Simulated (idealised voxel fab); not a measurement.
Module name: voxel quadruple lines (process module)
Displayed cross-section: cut, width of 180 nm, square cells sized 5 nm.
A cross-section is written here as square cells arranged in a grid, and it is given in bands from the top down, each band taking up one or more rows of cells.
Top height, bottom height, nm. Materials left to right, width each, nm. Single material + "everywhere" = fills band edge to edge. "air" = empty.
Basically, 0 is our baseline, since under it the wafer straight out of the box is all one material. The bottom band has no lower end and keeps on going down, so it looks like "from 0 down".
The width entry "30 to 40" should be interpreted row by row: the top row of cells in the band takes the first number, the bottom row takes the second number, and the change between adjacent rows is uniform throughout.
Where a step carries "remained unchanged", the cross-section came out of it unchanged, cell for cell.
Voids not open to the top, 8 cells minimum: see "Internal closed voids". Written width x height at distance; distance is from the left edge; nm.
Anything after a step's settings on that line? It's the simulator's own note about the step.
"overlay nm", when on a step's line for a step with a mask, measures how far to the right of its planned place the mask lay; a negative measure means to the left.

The planned process steps are enumerated hereunder
| 1 | RECEIVE | material Si |
| 2 | CONFORMAL_DEP | material Al2O3 | thk nm 5 |
| 3 | DIRECTIONAL_DEP | material TiN | thk nm 10 |
| 4 | DIRECTIONAL_DEP | material polySi | thk nm 15 |
| 5 | DIRECTIONAL_DEP | material aC | thk nm 25 |
| 6 | PATTERN | tone cover | mask id MANDREL | material resist | width nm 25 | thk nm 35 | overlay nm 0 |
| 7 | DIRECTIONAL_ETCH | etch materials aC | depth nm 25 |
| 8 | STRIP | etch materials resist |
| 9 | CONFORMAL_DEP | material SiO2 | thk nm 15 |
| 10 | DIRECTIONAL_ETCH | etch materials SiO2 | depth nm 15 |
| 11 | STRIP | etch materials aC |
| 12 | DIRECTIONAL_ETCH | etch materials polySi | depth nm 15 |
| 13 | STRIP | etch materials SiO2 |
| 14 | CONFORMAL_DEP | material SiCN | thk nm 5 |
| 15 | DIRECTIONAL_ETCH | etch materials SiCN | depth nm 5 |
| 16 | STRIP | etch materials polySi |
| 17 | DIRECTIONAL_ETCH | etch materials TiN | depth nm 10 |
| 18 | STRIP | etch materials SiCN |

Wafer at receipt (post step 1), cross-section
	from 0 down  Si everywhere
	Internal closed voids: none

Wafer at module end, in section. Began as above, planned as above, run with one mistake
	from 15 to 5  air: 70 | TiN: 5 | air: 25 | TiN: 5 | air: 75
	from 5 to 0  Al2O3 everywhere
	from 0 down  Si everywhere
	Internal closed voids: none
Diagnosis: in deviation from the planned setting, step 6 was conducted as PATTERN | tone open | mask id MANDREL | material resist | width nm 25 | thk nm 35 | overlay nm 0
